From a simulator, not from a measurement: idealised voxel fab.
You're looking at the process module voxel lift off.
Displayed cross-section: cut, width of 180 nm, square cells sized 5 nm.
Cross-section layout: square cells on a grid; listed as bands, top to bottom; a band spans one or more cell rows.
It is stipulated that each band's entry specify, in nanometres, the height of the top of the band and then that of its bottom, followed by the materials of the band in left-to-right sequence, each together with its width in nanometres. A single material marked by the word "all across" is understood to fill the band from edge to edge; the word "empty" is understood to denote empty space.
Basically, 0 is our baseline, since under it the wafer straight out of the box is all one material. The bottom band has no lower end and keeps on going down, so it looks like "0 nm and below".
Width: "30..40" (first number = top row, second number = bottom row, same change from row to row of cells).
You'll sometimes find "no change occurred" written for a step, and that's the way of saying that nowhere in the cross-section did a cell change during that step.
"Closed cavity list" enumerates empty spaces isolated from the top, with no open way to it, that contain at least 8 cells, giving each as width x height at distance from the left edge, all three in nm.
Whatever follows a step's settings on its line is a remark the simulator itself makes about that step.
overlay nm: mask offset rightward from planned place, masked step; negative means leftward offset.

-- Planned process steps
- 1: RECEIVE: material Si
- 2: CONFORMAL_DEP: material Al2O3, thk nm 10
- 3: PATTERN: tone open, mask id LINES, material resist, width nm 20, pitch nm 40, thk nm 20, overlay nm 0
- 4: DIRECTIONAL_DEP: material Ru, thk nm 10
- 5: STRIP: etch materials resist
- 6: CONFORMAL_DEP: material SiN, thk nm 10

-- So this is the incoming wafer in cross-section - it's already been through step 1
    0 nm and below: Si all across
    Closed cavity list: none

-- First of two wafers at the end of the module, shown in cross-section; run carried out as planned
    30 nm to 20 nm: empty (10), then SiN (160), then empty (10)
    20 nm to 10 nm: SiN (20), then Ru (20), then SiN (20), then Ru (20), then SiN (20), then Ru (20), then SiN (20), then Ru (20), then SiN (20)
    10 nm to 0 nm: Al2O3 all across
    0 nm and below: Si all across
    Closed cavity list: none

-- Presented here is a cross-section of the second of the two wafers as it stood at the end of the module. It was started in the same manner and assigned the same plan as the first wafer; however, one mistake was made in its execution
    30 nm to 20 nm: empty (10), then SiN (160), then empty (10)
    20 nm to 10 nm: SiN all across
    10 nm to 0 nm: Al2O3 all across
    0 nm and below: Si all across
    Closed cavity list: none
Against the plan, the run slipped here: step 4 did not happen as planned, as run it was DIRECTIONAL_DEP: material SiN, thk nm 10
The second wafer ends with more or fewer cells of some materials than the first, per final count: -32 Ru; +32 SiN
